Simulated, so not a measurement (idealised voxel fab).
process module | voxel wiring stack
cross-section cut | 235 nm wide | cells 5 nm
A cross-section is a grid of square cells, given in bands from the top down. A band is one or more rows of cells.
Each band's line starts with the height of the band's top and of its bottom, in nm. Then come its materials from left to right, each with its width in nm. One material with "throughout" fills the band from edge to edge. "air" is empty space.
Height 0 is the level under which the wafer as received is all one material. The lowest band goes on downwards, as in "0 down".
A width such as "30 to 40" changes by the same amount from each row of cells to the next, from the band's top row to its bottom row.
"no change" after a step means that no cell of the cross-section changed.
closed voids: empty space of 8 cells or more with no open way to the top, each as width x height at its distance from the left edge, in nm
after a step's settings: what the simulator itself notes on the step
overlay nm, on a step with a mask: how far to the right of its planned place the mask lay; to the left if negative
plan
1 op RECEIVE | material Si
2 op CONFORMAL_DEP | material SiO2 | thk nm 10
3 op DIRECTIONAL_DEP | material TiN | thk nm 5
4 op DIRECTIONAL_DEP | material W | thk nm 15
5 op PATTERN | tone cover | mask id METAL_1 | material resist | width nm 25 | pitch nm 45 | thk nm 20 | overlay nm 0
6 op DIRECTIONAL_ETCH | etch materials W | depth nm 15
7 op DIRECTIONAL_ETCH | etch materials TiN | depth nm 5
8 op STRIP | etch materials resist
9 op CONFORMAL_DEP | material SiCN | thk nm 5
10 op FILL_DEP | material SiO2 | thk nm 5
11 op CMP | height nm 30
12 op CONFORMAL_DEP | material SiCN | thk nm 5
13 op DIRECTIONAL_DEP | material lowk | thk nm 15
14 op PATTERN | tone open | mask id PLUG_1 | material resist | width nm 15 | thk nm 20 | overlay nm 0
15 op DIRECTIONAL_ETCH | etch materials lowk | depth nm 15
16 op DIRECTIONAL_ETCH | etch materials SiCN | depth nm 5
17 op STRIP | etch materials resist
18 op EPI | material Ru | thk nm 10
19 op EPI | material Ru | thk nm 10
20 op CONFORMAL_DEP | material SiN | thk nm 5
21 op DIRECTIONAL_DEP | material SiO2 | thk nm 25
22 op PATTERN | tone open | mask id METAL_2 | material resist | width nm 25 | pitch nm 45 | thk nm 20 | overlay nm 0
23 op DIRECTIONAL_ETCH | etch materials SiO2 | depth nm 25
24 op DIRECTIONAL_ETCH | etch materials SiN | depth nm 5
25 op STRIP | etch materials resist
26 op CONFORMAL_DEP | material TiN | thk nm 5
27 op FILL_DEP | material Cu | thk nm 10
28 op CMP | height nm 80
29 op CONFORMAL_DEP | material SiCN | thk nm 5
30 op DIRECTIONAL_DEP | material lowk | thk nm 10
31 op PATTERN | tone open | mask id PLUG_2 | material resist | width nm 15 | pitch nm 45 | thk nm 20 | overlay nm 0
32 op DIRECTIONAL_ETCH | etch materials lowk | depth nm 10
33 op DIRECTIONAL_ETCH | etch materials SiCN | depth nm 5
34 op STRIP | etch materials resist
35 op EPI | material Ru | thk nm 10
36 op EPI | material Ru | thk nm 5
37 op DIRECTIONAL_DEP | material TiN | thk nm 5
38 op DIRECTIONAL_DEP | material Ru | thk nm 15
39 op DIRECTIONAL_DEP | material aC | thk nm 10
40 op PATTERN | tone cover | mask id METAL_3 | material resist | width nm 25 | pitch nm 45 | thk nm 25 | overlay nm 0
41 op DIRECTIONAL_ETCH | etch materials aC | depth nm 10
42 op STRIP | etch materials resist
43 op DIRECTIONAL_ETCH | etch materials Ru | depth nm 15
44 op DIRECTIONAL_ETCH | etch materials TiN | depth nm 5
45 op STRIP | etch materials aC
46 op CONFORMAL_DEP | material SiN | thk nm 5
47 op FILL_DEP | material lowk | thk nm 10
48 op CMP | height nm 115
49 op CONFORMAL_DEP | material SiCN | thk nm 5
50 op DIRECTIONAL_DEP | material SiO2 | thk nm 25
51 op DIRECTIONAL_DEP | material aC | thk nm 10
52 op PATTERN | tone open | mask id METAL_4_HOLES | material resist | width nm 15 | pitch nm 45 | thk nm 25 | overlay nm 0
53 op DIRECTIONAL_ETCH | etch materials aC | depth nm 10
54 op STRIP | etch materials resist
55 op DIRECTIONAL_ETCH | etch materials SiO2 | depth nm 25
56 op STRIP | etch materials aC
57 op MASKED_ETCH | tone open | mask id METAL_4 | width nm 25 | pitch nm 45 | etch materials SiO2 | depth nm 15 | overlay nm 0
58 op MASKED_ETCH | tone open | mask id METAL_4 | width nm 25 | pitch nm 45 | etch materials SiCN | depth nm 5 | overlay nm 0
59 op CONFORMAL_DEP | material TiN | thk nm 5
60 op FILL_DEP | material Cu | thk nm 5
61 op CMP | height nm 145
62 op CONFORMAL_DEP | material SiN | thk nm 5
first wafer, as planned
as received, after step 1
  0 down: Si throughout
  closed voids: none
after step 2
  10 to 0: SiO2 throughout
  below 0: unchanged
after step 3
  15 to 10: TiN throughout
  below 10: unchanged
after step 4
  30 to 15: W throughout
  below 15: unchanged
after step 5
  50 to 30: air 80 | resist 25 | air 20 | resist 25 | air 85
  below 30: unchanged
after step 6
  50 to 30: air 80 | resist 25 | air 20 | resist 25 | air 85
  30 to 15: air 80 | W 25 | air 20 | W 25 | air 85
  below 15: unchanged
after step 7
  50 to 30: air 80 | resist 25 | air 20 | resist 25 | air 85
  30 to 15: air 80 | W 25 | air 20 | W 25 | air 85
  15 to 10: air 80 | TiN 25 | air 20 | TiN 25 | air 85
  below 10: unchanged
after step 8
  30 to 15: air 80 | W 25 | air 20 | W 25 | air 85
  below 15: unchanged
after step 9
  35 to 30: air 75 | SiCN 35 | air 10 | SiCN 35 | air 80
  30 to 15: air 75 | SiCN 5 | W 25 | SiCN 5 | air 10 | SiCN 5 | W 25 | SiCN 5 | air 80
  15 to 10: SiCN 80 | TiN 25 | SiCN 20 | TiN 25 | SiCN 85
  below 10: unchanged
after step 10
  40 to 35: SiO2 throughout
  35 to 30: SiO2 75 | SiCN 35 | SiO2 10 | SiCN 35 | SiO2 80
  30 to 15: SiO2 75 | SiCN 5 | W 25 | SiCN 5 | SiO2 10 | SiCN 5 | W 25 | SiCN 5 | SiO2 80
  below 15: unchanged
after step 11
  30 to 15: SiO2 75 | SiCN 5 | W 25 | SiCN 5 | SiO2 10 | SiCN 5 | W 25 | SiCN 5 | SiO2 80
  below 15: unchanged
after step 12
  35 to 30: SiCN throughout
  below 30: unchanged
after step 13
  50 to 35: lowk throughout
  below 35: unchanged
after step 14
  70 to 50: resist 80 | air 15 | resist 140
  below 50: unchanged
after step 15
  70 to 50: resist 80 | air 15 | resist 140
  50 to 35: lowk 80 | air 15 | lowk 140
  below 35: unchanged
after step 16
  70 to 50: resist 80 | air 15 | resist 140
  50 to 35: lowk 80 | air 15 | lowk 140
  35 to 30: SiCN 80 | air 15 | SiCN 140
  below 30: unchanged
after step 17
  50 to 35: lowk 80 | air 15 | lowk 140
  below 35: unchanged
after step 18
  50 to 40: lowk 80 | air 15 | lowk 140
  40 to 35: lowk 80 | Ru 15 | lowk 140
  35 to 30: SiCN 80 | Ru 15 | SiCN 140
  below 30: unchanged
after step 19
  50 to 35: lowk 80 | Ru 15 | lowk 140
  below 35: unchanged
after step 20
  55 to 50: SiN throughout
  below 50: unchanged
after step 21
  80 to 55: SiO2 throughout
  below 55: unchanged
after step 22
  100 to 80: resist 80 | air 25 | resist 20 | air 25 | resist 85
  below 80: unchanged
after step 23
  100 to 80: resist 80 | air 25 | resist 20 | air 25 | resist 85
  80 to 55: SiO2 80 | air 25 | SiO2 20 | air 25 | SiO2 85
  below 55: unchanged
after step 24
  100 to 80: resist 80 | air 25 | resist 20 | air 25 | resist 85
  80 to 55: SiO2 80 | air 25 | SiO2 20 | air 25 | SiO2 85
  55 to 50: SiN 80 | air 25 | SiN 20 | air 25 | SiN 85
  below 50: unchanged
after step 25
  80 to 55: SiO2 80 | air 25 | SiO2 20 | air 25 | SiO2 85
  below 55: unchanged
after step 26
  85 to 80: TiN 85 | air 15 | TiN 30 | air 15 | TiN 90
  80 to 55: SiO2 80 | TiN 5 | air 15 | TiN 5 | SiO2 20 | TiN 5 | air 15 | TiN 5 | SiO2 85
  55 to 50: SiN 80 | TiN 25 | SiN 20 | TiN 25 | SiN 85
  below 50: unchanged
after step 27
  95 to 85: Cu throughout
  85 to 80: TiN 85 | Cu 15 | TiN 30 | Cu 15 | TiN 90
  80 to 55: SiO2 80 | TiN 5 | Cu 15 | TiN 5 | SiO2 20 | TiN 5 | Cu 15 | TiN 5 | SiO2 85
  below 55: unchanged
after step 28
  80 to 55: SiO2 80 | TiN 5 | Cu 15 | TiN 5 | SiO2 20 | TiN 5 | Cu 15 | TiN 5 | SiO2 85
  below 55: unchanged
after step 29
  85 to 80: SiCN throughout
  below 80: unchanged
after step 30
  95 to 85: lowk throughout
  below 85: unchanged
after step 31
  115 to 95: resist 80 | air 15 | resist 30 | air 15 | resist 95
  below 95: unchanged
after step 32
  115 to 95: resist 80 | air 15 | resist 30 | air 15 | resist 95
  95 to 85: lowk 80 | air 15 | lowk 30 | air 15 | lowk 95
  below 85: unchanged
after step 33
  115 to 95: resist 80 | air 15 | resist 30 | air 15 | resist 95
  95 to 85: lowk 80 | air 15 | lowk 30 | air 15 | lowk 95
  85 to 80: SiCN 80 | air 15 | SiCN 30 | air 15 | SiCN 95
  below 80: unchanged
after step 34
  95 to 85: lowk 80 | air 15 | lowk 30 | air 15 | lowk 95
  below 85: unchanged
after step 35
  95 to 90: lowk 80 | air 15 | lowk 30 | air 15 | lowk 95
  90 to 85: lowk 80 | Ru 15 | lowk 30 | Ru 15 | lowk 95
  85 to 80: SiCN 80 | Ru 15 | SiCN 30 | Ru 15 | SiCN 95
  below 80: unchanged
after step 36
  95 to 85: lowk 80 | Ru 15 | lowk 30 | Ru 15 | lowk 95
  below 85: unchanged
after step 37
  100 to 95: TiN throughout
  below 95: unchanged
after step 38
  115 to 100: Ru throughout
  below 100: unchanged
after step 39
  125 to 115: aC throughout
  below 115: unchanged
after step 40
  150 to 125: air 80 | resist 25 | air 20 | resist 25 | air 85
  below 125: unchanged
after step 41
  140 to 125: air 80 | resist 25 | air 20 | resist 25 | air 85
  125 to 115: air 80 | aC 25 | air 20 | aC 25 | air 85
  below 115: unchanged
after step 42
  125 to 115: air 80 | aC 25 | air 20 | aC 25 | air 85
  below 115: unchanged
after step 43
  125 to 115: air 80 | aC 25 | air 20 | aC 25 | air 85
  115 to 100: air 80 | Ru 25 | air 20 | Ru 25 | air 85
  below 100: unchanged
after step 44
  125 to 115: air 80 | aC 25 | air 20 | aC 25 | air 85
  115 to 100: air 80 | Ru 25 | air 20 | Ru 25 | air 85
  100 to 95: air 80 | TiN 25 | air 20 | TiN 25 | air 85
  below 95: unchanged
after step 45
  115 to 100: air 80 | Ru 25 | air 20 | Ru 25 | air 85
  below 100: unchanged
after step 46
  120 to 115: air 75 | SiN 35 | air 10 | SiN 35 | air 80
  115 to 100: air 75 | SiN 5 | Ru 25 | SiN 5 | air 10 | SiN 5 | Ru 25 | SiN 5 | air 80
  100 to 95: SiN 80 | TiN 25 | SiN 20 | TiN 25 | SiN 85
  below 95: unchanged
after step 47
  130 to 120: lowk throughout
  120 to 115: lowk 75 | SiN 35 | lowk 10 | SiN 35 | lowk 80
  115 to 100: lowk 75 | SiN 5 | Ru 25 | SiN 5 | lowk 10 | SiN 5 | Ru 25 | SiN 5 | lowk 80
  below 100: unchanged
after step 48
  115 to 100: lowk 75 | SiN 5 | Ru 25 | SiN 5 | lowk 10 | SiN 5 | Ru 25 | SiN 5 | lowk 80
  below 100: unchanged
after step 49
  120 to 115: SiCN throughout
  below 115: unchanged
after step 50
  145 to 120: SiO2 throughout
  below 120: unchanged
after step 51
  155 to 145: aC throughout
  below 145: unchanged
after step 52
  180 to 155: resist 80 | air 15 | resist 30 | air 15 | resist 95
  below 155: unchanged
after step 53
  170 to 155: resist 80 | air 15 | resist 30 | air 15 | resist 95
  155 to 145: aC 80 | air 15 | aC 30 | air 15 | aC 95
  below 145: unchanged
after step 54
  155 to 145: aC 80 | air 15 | aC 30 | air 15 | aC 95
  below 145: unchanged
after step 55
  155 to 145: aC 80 | air 15 | aC 30 | air 15 | aC 95
  145 to 120: SiO2 80 | air 15 | SiO2 30 | air 15 | SiO2 95
  below 120: unchanged
after step 56
  145 to 120: SiO2 80 | air 15 | SiO2 30 | air 15 | SiO2 95
  below 120: unchanged
after step 57
  145 to 130: SiO2 80 | air 25 | SiO2 20 | air 25 | SiO2 85
  below 130: unchanged
after step 58
  145 to 130: SiO2 80 | air 25 | SiO2 20 | air 25 | SiO2 85
  130 to 120: SiO2 80 | air 15 | SiO2 30 | air 15 | SiO2 95
  120 to 115: SiCN 80 | air 15 | SiCN 30 | air 15 | SiCN 95
  below 115: unchanged
after step 59
  150 to 145: TiN 85 | air 15 | TiN 30 | air 15 | TiN 90
  145 to 135: SiO2 80 | TiN 5 | air 15 | TiN 5 | SiO2 20 | TiN 5 | air 15 | TiN 5 | SiO2 85
  135 to 130: SiO2 80 | TiN 5 | air 5 | TiN 15 | SiO2 20 | TiN 5 | air 5 | TiN 15 | SiO2 85
  130 to 120: SiO2 80 | TiN 5 | air 5 | TiN 5 | SiO2 30 | TiN 5 | air 5 | TiN 5 | SiO2 95
  120 to 115: SiCN 80 | TiN 15 | SiCN 30 | TiN 15 | SiCN 95
  below 115: unchanged
after step 60
  155 to 150: Cu throughout
  150 to 145: TiN 85 | Cu 15 | TiN 30 | Cu 15 | TiN 90
  145 to 135: SiO2 80 | TiN 5 | Cu 15 | TiN 5 | SiO2 20 | TiN 5 | Cu 15 | TiN 5 | SiO2 85
  135 to 130: SiO2 80 | TiN 5 | Cu 5 | TiN 15 | SiO2 20 | TiN 5 | Cu 5 | TiN 15 | SiO2 85
  130 to 120: SiO2 80 | TiN 5 | Cu 5 | TiN 5 | SiO2 30 | TiN 5 | Cu 5 | TiN 5 | SiO2 95
  below 120: unchanged
after step 61
  145 to 135: SiO2 80 | TiN 5 | Cu 15 | TiN 5 | SiO2 20 | TiN 5 | Cu 15 | TiN 5 | SiO2 85
  below 135: unchanged
after step 62
  150 to 145: SiN throughout
  below 145: unchanged
second wafer: like start, like plan, one mistake. Through step 4 it matches the first wafer
when step 5 should have ended
  50 to 30: air 85 | resist 20 | air 25 | resist 20 | air 85
  below 30: unchanged
when step 6 should have ended
  50 to 30: air 85 | resist 20 | air 25 | resist 20 | air 85
  30 to 15: air 85 | W 20 | air 25 | W 20 | air 85
  below 15: unchanged
when step 7 should have ended
  50 to 30: air 85 | resist 20 | air 25 | resist 20 | air 85
  30 to 15: air 85 | W 20 | air 25 | W 20 | air 85
  15 to 10: air 85 | TiN 20 | air 25 | TiN 20 | air 85
  below 10: unchanged
when step 8 should have ended
  30 to 15: air 85 | W 20 | air 25 | W 20 | air 85
  below 15: unchanged
when step 9 should have ended
  35 to 30: air 80 | SiCN 30 | air 15 | SiCN 30 | air 80
  30 to 15: air 80 | SiCN 5 | W 20 | SiCN 5 | air 15 | SiCN 5 | W 20 | SiCN 5 | air 80
  15 to 10: SiCN 85 | TiN 20 | SiCN 25 | TiN 20 | SiCN 85
  below 10: unchanged
when step 10 should have ended
  40 to 35: SiO2 throughout
  35 to 30: SiO2 80 | SiCN 30 | SiO2 15 | SiCN 30 | SiO2 80
  30 to 15: SiO2 80 | SiCN 5 | W 20 | SiCN 5 | SiO2 15 | SiCN 5 | W 20 | SiCN 5 | SiO2 80
  below 15: unchanged
when step 11 should have ended
  30 to 15: SiO2 80 | SiCN 5 | W 20 | SiCN 5 | SiO2 15 | SiCN 5 | W 20 | SiCN 5 | SiO2 80
  below 15: unchanged
when step 12 should have ended
  35 to 30: SiCN throughout
  below 30: unchanged
when step 13 should have ended
  50 to 35: lowk throughout
  below 35: unchanged
when step 14 should have ended
  70 to 50: resist 80 | air 15 | resist 140
  below 50: unchanged
when step 15 should have ended
  70 to 50: resist 80 | air 15 | resist 140
  50 to 35: lowk 80 | air 15 | lowk 140
  below 35: unchanged
when step 16 should have ended
  70 to 50: resist 80 | air 15 | resist 140
  50 to 35: lowk 80 | air 15 | lowk 140
  35 to 30: SiCN 80 | air 15 | SiCN 140
  below 30: unchanged
when step 17 should have ended
  50 to 35: lowk 80 | air 15 | lowk 140
  below 35: unchanged
when step 18 should have ended
  50 to 40: lowk 80 | air 15 | lowk 140
  40 to 35: lowk 80 | Ru 15 | lowk 140
  35 to 30: SiCN 80 | Ru 15 | SiCN 140
  below 30: unchanged
when step 19 should have ended
  50 to 35: lowk 80 | Ru 15 | lowk 140
  below 35: unchanged
when step 20 should have ended
  55 to 50: SiN throughout
  below 50: unchanged
when step 21 should have ended
  80 to 55: SiO2 throughout
  below 55: unchanged
when step 22 should have ended
  100 to 80: resist 80 | air 25 | resist 20 | air 25 | resist 85
  below 80: unchanged
when step 23 should have ended
  100 to 80: resist 80 | air 25 | resist 20 | air 25 | resist 85
  80 to 55: SiO2 80 | air 25 | SiO2 20 | air 25 | SiO2 85
  below 55: unchanged
when step 24 should have ended
  100 to 80: resist 80 | air 25 | resist 20 | air 25 | resist 85
  80 to 55: SiO2 80 | air 25 | SiO2 20 | air 25 | SiO2 85
  55 to 50: SiN 80 | air 25 | SiN 20 | air 25 | SiN 85
  below 50: unchanged
when step 25 should have ended
  80 to 55: SiO2 80 | air 25 | SiO2 20 | air 25 | SiO2 85
  below 55: unchanged
when step 26 should have ended
  85 to 80: TiN 85 | air 15 | TiN 30 | air 15 | TiN 90
  80 to 55: SiO2 80 | TiN 5 | air 15 | TiN 5 | SiO2 20 | TiN 5 | air 15 | TiN 5 | SiO2 85
  55 to 50: SiN 80 | TiN 25 | SiN 20 | TiN 25 | SiN 85
  below 50: unchanged
when step 27 should have ended
  95 to 85: Cu throughout
  85 to 80: TiN 85 | Cu 15 | TiN 30 | Cu 15 | TiN 90
  80 to 55: SiO2 80 | TiN 5 | Cu 15 | TiN 5 | SiO2 20 | TiN 5 | Cu 15 | TiN 5 | SiO2 85
  below 55: unchanged
when step 28 should have ended
  80 to 55: SiO2 80 | TiN 5 | Cu 15 | TiN 5 | SiO2 20 | TiN 5 | Cu 15 | TiN 5 | SiO2 85
  below 55: unchanged
when step 29 should have ended
  85 to 80: SiCN throughout
  below 80: unchanged
when step 30 should have ended
  95 to 85: lowk throughout
  below 85: unchanged
when step 31 should have ended
  115 to 95: resist 80 | air 15 | resist 30 | air 15 | resist 95
  below 95: unchanged
when step 32 should have ended
  115 to 95: resist 80 | air 15 | resist 30 | air 15 | resist 95
  95 to 85: lowk 80 | air 15 | lowk 30 | air 15 | lowk 95
  below 85: unchanged
when step 33 should have ended
  115 to 95: resist 80 | air 15 | resist 30 | air 15 | resist 95
  95 to 85: lowk 80 | air 15 | lowk 30 | air 15 | lowk 95
  85 to 80: SiCN 80 | air 15 | SiCN 30 | air 15 | SiCN 95
  below 80: unchanged
when step 34 should have ended
  95 to 85: lowk 80 | air 15 | lowk 30 | air 15 | lowk 95
  below 85: unchanged
when step 35 should have ended
  95 to 90: lowk 80 | air 15 | lowk 30 | air 15 | lowk 95
  90 to 85: lowk 80 | Ru 15 | lowk 30 | Ru 15 | lowk 95
  85 to 80: SiCN 80 | Ru 15 | SiCN 30 | Ru 15 | SiCN 95
  below 80: unchanged
when step 36 should have ended
  95 to 85: lowk 80 | Ru 15 | lowk 30 | Ru 15 | lowk 95
  below 85: unchanged
when step 37 should have ended
  100 to 95: TiN throughout
  below 95: unchanged
when step 38 should have ended
  115 to 100: Ru throughout
  below 100: unchanged
when step 39 should have ended
  125 to 115: aC throughout
  below 115: unchanged
when step 40 should have ended
  150 to 125: air 80 | resist 25 | air 20 | resist 25 | air 85
  below 125: unchanged
when step 41 should have ended
  140 to 125: air 80 | resist 25 | air 20 | resist 25 | air 85
  125 to 115: air 80 | aC 25 | air 20 | aC 25 | air 85
  below 115: unchanged
when step 42 should have ended
  125 to 115: air 80 | aC 25 | air 20 | aC 25 | air 85
  below 115: unchanged
when step 43 should have ended
  125 to 115: air 80 | aC 25 | air 20 | aC 25 | air 85
  115 to 100: air 80 | Ru 25 | air 20 | Ru 25 | air 85
  below 100: unchanged
when step 44 should have ended
  125 to 115: air 80 | aC 25 | air 20 | aC 25 | air 85
  115 to 100: air 80 | Ru 25 | air 20 | Ru 25 | air 85
  100 to 95: air 80 | TiN 25 | air 20 | TiN 25 | air 85
  below 95: unchanged
when step 45 should have ended
  115 to 100: air 80 | Ru 25 | air 20 | Ru 25 | air 85
  below 100: unchanged
when step 46 should have ended
  120 to 115: air 75 | SiN 35 | air 10 | SiN 35 | air 80
  115 to 100: air 75 | SiN 5 | Ru 25 | SiN 5 | air 10 | SiN 5 | Ru 25 | SiN 5 | air 80
  100 to 95: SiN 80 | TiN 25 | SiN 20 | TiN 25 | SiN 85
  below 95: unchanged
when step 47 should have ended
  130 to 120: lowk throughout
  120 to 115: lowk 75 | SiN 35 | lowk 10 | SiN 35 | lowk 80
  115 to 100: lowk 75 | SiN 5 | Ru 25 | SiN 5 | lowk 10 | SiN 5 | Ru 25 | SiN 5 | lowk 80
  below 100: unchanged
when step 48 should have ended
  115 to 100: lowk 75 | SiN 5 | Ru 25 | SiN 5 | lowk 10 | SiN 5 | Ru 25 | SiN 5 | lowk 80
  below 100: unchanged
when step 49 should have ended
  120 to 115: SiCN throughout
  below 115: unchanged
when step 50 should have ended
  145 to 120: SiO2 throughout
  below 120: unchanged
when step 51 should have ended
  155 to 145: aC throughout
  below 145: unchanged
when step 52 should have ended
  180 to 155: resist 80 | air 15 | resist 30 | air 15 | resist 95
  below 155: unchanged
when step 53 should have ended
  170 to 155: resist 80 | air 15 | resist 30 | air 15 | resist 95
  155 to 145: aC 80 | air 15 | aC 30 | air 15 | aC 95
  below 145: unchanged
when step 54 should have ended
  155 to 145: aC 80 | air 15 | aC 30 | air 15 | aC 95
  below 145: unchanged
when step 55 should have ended
  155 to 145: aC 80 | air 15 | aC 30 | air 15 | aC 95
  145 to 120: SiO2 80 | air 15 | SiO2 30 | air 15 | SiO2 95
  below 120: unchanged
when step 56 should have ended
  145 to 120: SiO2 80 | air 15 | SiO2 30 | air 15 | SiO2 95
  below 120: unchanged
when step 57 should have ended
  145 to 130: SiO2 80 | air 25 | SiO2 20 | air 25 | SiO2 85
  below 130: unchanged
when step 58 should have ended
  145 to 130: SiO2 80 | air 25 | SiO2 20 | air 25 | SiO2 85
  130 to 120: SiO2 80 | air 15 | SiO2 30 | air 15 | SiO2 95
  120 to 115: SiCN 80 | air 15 | SiCN 30 | air 15 | SiCN 95
  below 115: unchanged
when step 59 should have ended
  150 to 145: TiN 85 | air 15 | TiN 30 | air 15 | TiN 90
  145 to 135: SiO2 80 | TiN 5 | air 15 | TiN 5 | SiO2 20 | TiN 5 | air 15 | TiN 5 | SiO2 85
  135 to 130: SiO2 80 | TiN 5 | air 5 | TiN 15 | SiO2 20 | TiN 5 | air 5 | TiN 15 | SiO2 85
  130 to 120: SiO2 80 | TiN 5 | air 5 | TiN 5 | SiO2 30 | TiN 5 | air 5 | TiN 5 | SiO2 95
  120 to 115: SiCN 80 | TiN 15 | SiCN 30 | TiN 15 | SiCN 95
  below 115: unchanged
when step 60 should have ended
  155 to 150: Cu throughout
  150 to 145: TiN 85 | Cu 15 | TiN 30 | Cu 15 | TiN 90
  145 to 135: SiO2 80 | TiN 5 | Cu 15 | TiN 5 | SiO2 20 | TiN 5 | Cu 15 | TiN 5 | SiO2 85
  135 to 130: SiO2 80 | TiN 5 | Cu 5 | TiN 15 | SiO2 20 | TiN 5 | Cu 5 | TiN 15 | SiO2 85
  130 to 120: SiO2 80 | TiN 5 | Cu 5 | TiN 5 | SiO2 30 | TiN 5 | Cu 5 | TiN 5 | SiO2 95
  below 120: unchanged
when step 61 should have ended
  145 to 135: SiO2 80 | TiN 5 | Cu 15 | TiN 5 | SiO2 20 | TiN 5 | Cu 15 | TiN 5 | SiO2 85
  below 135: unchanged
when step 62 should have ended
  150 to 145: SiN throughout
  below 145: unchanged
what went wrong: step 5 ran as: op PATTERN | tone cover | mask id METAL_1 | material resist | width nm 20 | pitch nm 45 | thk nm 20 | overlay nm 0
at the end the second wafer has, in cells: 2 more of SiCN | 6 more of SiO2 | 2 fewer of TiN | 6 fewer of W
